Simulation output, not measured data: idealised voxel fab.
Process module in this document: voxel gate over fins
The width of the displayed cross-section, cut, is 290 nm; its cells are square, with a size of 5 nm.
The cross-sections in this document take the form of a grid made of square cells. They are written out as bands, in order from top to bottom. Each band consists of one or more rows of cells. Band: top and bottom heights (nm) first, top before bottom; then materials from left to right, widths in nm. "everywhere" marks a sole material filling the band edge to edge. "blank" denotes empty space. The reference from which all heights are counted is 0, the level beneath which the as-received wafer is entirely one material; the lowest band, having no lower bound, proceeds downward and is written after the example "z 0 and below". The width entry "30..40" should be interpreted row by row: the top row of cells in the band takes the first number, the bottom row takes the second number, and the change between adjacent rows is uniform throughout. It should be understood that the words "nothing changed", when stated for a given step, signify that the cross-section underwent no change in any of its cells during that step. In "Entrapped void list" the enclosed voids are listed, meaning empty spaces of 8 cells or larger without any opening to the top. The form is width x height at distance, distance from the left edge, units nm. The remark found on a step's line after its settings is issued by the simulator itself and pertains to that step. Regarding "overlay nm": on a step with a mask, it is the distance the mask lay to the right of its planned place; a negative value places it to the left.

The following list gives the planned process steps
1. RECEIVE (material Si)
2. CONFORMAL_DEP (material SiN; thk nm 10)
3. PATTERN (tone cover; mask id FINS; material resist; width nm 15; pitch nm 35; thk nm 20; overlay nm 0)
4. DIRECTIONAL_ETCH (etch materials SiN; depth nm 10)
5. DIRECTIONAL_ETCH (etch materials Si; depth nm 35)
6. STRIP (etch materials resist)
7. OXIDIZE (depth nm 5)
8. FILL_DEP (material SiO2; thk nm 10)
9. CMP (height nm 10)
10. SELECTIVE_ETCH (etch materials SiO2; depth nm 25)
11. STRIP (etch materials SiN)
12. CONFORMAL_DEP (material HfO2; thk nm 5)
13. CONFORMAL_DEP (material TiN; thk nm 5)
14. FILL_DEP (material W; thk nm 10)
15. CMP (height nm 15)
16. CONFORMAL_DEP (material SiCN; thk nm 10)

Incoming wafer, cross-sectional view, post step 1
  z 0 and below  Si everywhere
  Entrapped void list: none

End-of-module cross-section. Starting structure and process plan as above; one mistake made in running it
  z 25 to 15  SiCN everywhere
  z 15 to 10  W everywhere
  z 10 to 5  W: 115, then TiN: 25, then W: 10, then TiN: 25, then W: 115
  z 5 to 0  W: 115, then TiN: 5, then HfO2: 15, then TiN: 5, then W: 10, then TiN: 5, then HfO2: 15, then TiN: 5, then W: 115
  z 0 to -5  W: 115, then TiN: 5, then HfO2: 5, then Si: 5, then HfO2: 5, then TiN: 5, then W: 10, then TiN: 5, then HfO2: 5, then Si: 5, then HfO2: 5, then TiN: 5, then W: 115
  z -5 to -10  TiN: 120, then HfO2: 5, then Si: 5, then HfO2: 5, then TiN: 20, then HfO2: 5, then Si: 5, then HfO2: 5, then TiN: 120
  z -10 to -15  HfO2: 125, then Si: 5, then HfO2: 30, then Si: 5, then HfO2: 125
  z -15 to -45  SiO2: 125, then Si: 5, then SiO2: 30, then Si: 5, then SiO2: 125
  z -45 and below  Si everywhere
  Entrapped void list: none
Error vs. plan: off-plan run, step 5, actual operation and settings DIRECTIONAL_ETCH (etch materials Si; depth nm 40)
